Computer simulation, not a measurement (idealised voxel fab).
Documented hereafter: the process module known as voxel air gaps.
Square cell edge 5 nm, section width 195 nm, ID cut.
In what follows, cross-sections appear as grids of square cells, described through bands that run from the top down, where every band is one or more rows of cells. Band: top height; bottom height; in nm. Then, left to right: material with width in nm, for each material. "everywhere": a single material spanning edge to edge. "blank": empty space. Heights are expressed relative to 0, this being the level below which the as-received wafer comprises one material exclusively. The lowest band is unbounded in the downward direction and is denoted as in "0 and below". Per-row width for "30..40": begins at first number (top row of band), ends at second number (bottom row), increment between rows held constant. For the purposes of this document, the phrase "nothing altered" attached to a step denotes that no cell within the cross-section was modified by that step. Entry "Unvented internal voids". Content: empty spaces with no open connection to the top, size 8 cells or greater. Each: width x height at distance. Distance: from left edge. Unit: nm. On each step's line, the part that comes after the settings is the simulator's own comment on the step. For masked steps, "overlay nm" on the step line gives how far right of plan the mask actually lay; a minus sign means it lay to the left. If you're wondering how to read the rest of this, here's the deal. It's pairs of cross-sections: one from before a process step, one from after it. The after one is only drawn as far down as the lowest band that changed. Right under each pair you'll see which step sits between them and what its settings were. Don't read the pairs as one continuous story, though. They can come from different runs of this module on the same starting wafer, and a pair only carries on from the one above it where its entry headed "State before" says so.

**State before**
	50 down to 20: Cu 40, then TiN 5, then lowk 15, then TiN 5, then Cu 20, then TiN 5, then lowk 15, then TiN 5, then Cu 20, then TiN 5, then lowk 15, then TiN 5, then Cu 40
	20 down to 15: TiN 45, then lowk 15, then TiN 30, then lowk 15, then TiN 30, then lowk 15, then TiN 45
	15 down to 10: SiN everywhere
	10 down to 0: SiO2 everywhere
	0 and below: Si everywhere
	Unvented internal voids: none

**Post-Step Cross-Section**
	60 down to 50: Ru everywhere
	Unchanged below 50.
	Unvented internal voids: none
Between before and after above, the operation and settings are EPI (material Ru; thk nm 10)

State before: The pre-step condition corresponds to the post-step cross-section depicted in the pair directly above.

**Post-Step Cross-Section**
	65 down to 60: SiN everywhere
	Unchanged below 60.
	Unvented internal voids: none
Between before and after above, the operation and settings are CONFORMAL_DEP (material SiN; thk nm 5)
